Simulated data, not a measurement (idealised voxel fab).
Process module under the name voxel transistor to metal
Each square cell in cross-section cut measures 5 nm, and the section as a whole is 205 nm wide.
Square cells in a grid make up a cross-section in this document, and the grid is given as bands, listed from the top down, each one or more rows of cells.
Look at the band entry: it leads with the top's height and the bottom's height in nm. Then it lists the materials left to right, with a width in nm for each. The word "throughout" on a single material says that material fills the band edge to edge. The word "blank" is empty space.
Convention: height 0 is the level below which the wafer, as received, is all one material. The lowest band does not terminate at the bottom but continues downward, represented as "top 0, no bottom".
Per-row width for "30 to 40": begins at first number (top row of band), ends at second number (bottom row), increment between rows held constant.
Any step labelled "remained the same" changed none of the cells in the cross-section.
Enclosed voids (no open way to top), threshold 8 cells or more, entry "Enclosed voids", notation width x height at distance, distance from left edge, nm.
Text after the settings on a step's line: the simulator's own remark on that step.
When a step includes a mask, the "overlay nm" setting on its line states how far to the right of its planned place that mask lay, and negative values state how far to the left.
INTENDED PROCESS STEPS
1. RECEIVE with material Si
2. OXIDIZE with depth nm 5
3. CONFORMAL_DEP with material SiN, thk nm 15
4. PATTERN with tone cover, mask id ACTIVE, material resist, width nm 100, thk nm 15, overlay nm 0
5. DIRECTIONAL_ETCH with etch materials SiN, depth nm 15
6. DIRECTIONAL_ETCH with etch materials SiO2, depth nm 5
7. DIRECTIONAL_ETCH with etch materials Si, depth nm 30
8. STRIP with etch materials resist
9. OXIDIZE with depth nm 5
10. FILL_DEP with material SiO2, thk nm 10
11. CMP with height nm 15
12. SELECTIVE_ETCH with etch materials SiO2, depth nm 5
13. STRIP with etch materials SiN
14. SELECTIVE_ETCH with etch materials SiO2, depth nm 5
15. OXIDIZE with depth nm 5
16. DIRECTIONAL_DEP with material polySi, thk nm 30
17. DIRECTIONAL_DEP with material SiCN, thk nm 15
18. MASKED_ETCH with tone cover, mask id GATE, width nm 20, etch materials SiCN, depth nm 25, overlay nm 0
19. MASKED_ETCH with tone cover, mask id GATE, width nm 20, etch materials polySi, depth nm 40, overlay nm 0
20. CONFORMAL_DEP with material SiN, thk nm 10
21. DIRECTIONAL_ETCH with etch materials SiN, depth nm 10
22. DIRECTIONAL_ETCH with etch materials SiO2, depth nm 5
23. DIRECTIONAL_ETCH with etch materials Si, depth nm 10
24. EPI with material SiGe, thk nm 15
25. FILL_DEP with material SiO2, thk nm 10
26. CMP with height nm 40
27. DIRECTIONAL_DEP with material SiO2, thk nm 10
28. PATTERN with tone open, mask id CONTACT, material resist, width nm 20, pitch nm 70, thk nm 15, overlay nm 0
29. DIRECTIONAL_ETCH with etch materials SiO2, depth nm 55
30. STRIP with etch materials resist
31. CONFORMAL_DEP with material TiN, thk nm 5
32. FILL_DEP with material W, thk nm 10
33. CMP with height nm 50
34. DIRECTIONAL_DEP with material TiN, thk nm 5
35. DIRECTIONAL_DEP with material Ru, thk nm 25
36. MASKED_ETCH with tone cover, mask id METAL_1, width nm 20, pitch nm 70, etch materials Ru, depth nm 25, overlay nm 0
37. MASKED_ETCH with tone cover, mask id METAL_1, width nm 20, pitch nm 70, etch materials TiN, depth nm 5, overlay nm 0
38. FILL_DEP with material SiO2, thk nm 5
39. CMP with height nm 80
40. CONFORMAL_DEP with material SiN, thk nm 5
AS-RECEIVED STATE OF THE WAFER IN CROSS-SECTION, EQUIVALENT TO POST-STEP 1
	top 0, no bottom: Si throughout
	Enclosed voids: none
THE FIRST OF TWO WAFERS, CROSS-SECTIONED AT THE END OF THE MODULE, WITH THE RUN PROCEEDING AS PLANNED
	top 85, bottom 80: SiN throughout
	top 80, bottom 55: SiO2=55, Ru=20, SiO2=50, Ru=20, SiO2=60
	top 55, bottom 50: SiO2=55, TiN=20, SiO2=50, TiN=20, SiO2=60
	top 50, bottom 40: SiO2=55, TiN=5, W=10, TiN=5, SiO2=50, TiN=5, W=10, TiN=5, SiO2=60
	top 40, bottom 25: SiO2=55, TiN=5, W=10, TiN=5, SiO2=5, SiN=10, SiCN=20, SiN=10, SiO2=5, TiN=5, W=10, TiN=5, SiO2=60
	top 25, bottom 10: SiO2=55, TiN=5, W=10, TiN=5, SiO2=5, SiN=10, polySi=20, SiN=10, SiO2=5, TiN=5, W=10, TiN=5, SiO2=60
	top 10, bottom 5: SiO2=55, TiN=20, SiO2=5, SiN=10, polySi=20, SiN=10, SiO2=5, TiN=20, SiO2=60
	top 5, bottom -5: SiO2=45, SiN=10, TiN=10, SiGe=15, SiN=10, polySi=20, SiN=10, SiGe=15, TiN=10, SiN=10, SiO2=50
	top -5, bottom -10: SiO2=55, SiGe=25, SiO2=40, SiGe=25, SiO2=60
	top -10, bottom -20: SiO2=55, SiGe=25, Si=40, SiGe=25, SiO2=60
	top -20, bottom -40: SiO2=55, Si=90, SiO2=60
	top -40, no bottom: Si throughout
	Enclosed voids: none
CROSS-SECTIONAL VIEW OF THE SECOND OF TWO WAFERS UPON COMPLETION OF THE MODULE. THIS WAFER SHARED ITS STARTING CONDITION AND PROCESS PLAN WITH THE FIRST; ONE ERROR WAS MADE DURING ITS EXECUTION
	top 85, bottom 80: SiN throughout
	top 80, bottom 55: SiO2=55, Ru=20, SiO2=50, Ru=20, SiO2=60
	top 55, bottom 50: SiO2=55, TiN=20, SiO2=50, TiN=20, SiO2=60
	top 50, bottom 40: SiO2=55, TiN=5, W=10, TiN=5, SiO2=50, TiN=5, W=10, TiN=5, SiO2=60
	top 40, bottom 35: SiO2=55, TiN=5, W=10, TiN=5, SiO2=5, SiN=10, SiCN=20, SiN=10, SiO2=5, TiN=5, W=10, TiN=5, SiO2=60
	top 35, bottom 5: SiO2=55, TiN=5, W=10, TiN=5, SiO2=5, SiN=10, polySi=20, SiN=10, SiO2=5, TiN=5, W=10, TiN=5, SiO2=60
	top 5, bottom 0: SiO2=45, SiN=10, TiN=5, W=10, TiN=5, SiO2=50, TiN=5, W=10, TiN=5, SiN=10, SiO2=50
	top 0, bottom -5: SiO2=45, SiN=10, TiN=20, SiO2=50, TiN=20, SiN=10, SiO2=50
	top -5, bottom -20: SiGe=45, SiO2=110, SiGe=50
	top -20, bottom -40: Si=45, SiO2=110, Si=50
	top -40, no bottom: Si throughout
	Enclosed voids: none
Here's what went sideways: note that step 4 departed from the planned setting and was carried out as PATTERN with tone open, mask id ACTIVE, material resist, width nm 100, thk nm 15, overlay nm 0
Final tally in cells, some materials are higher or lower on the second wafer than on the first: Si: 12 fewer; SiCN: 8 fewer; SiGe: 15 more; SiN: 8 fewer; SiO2: 5 more; W: 8 more
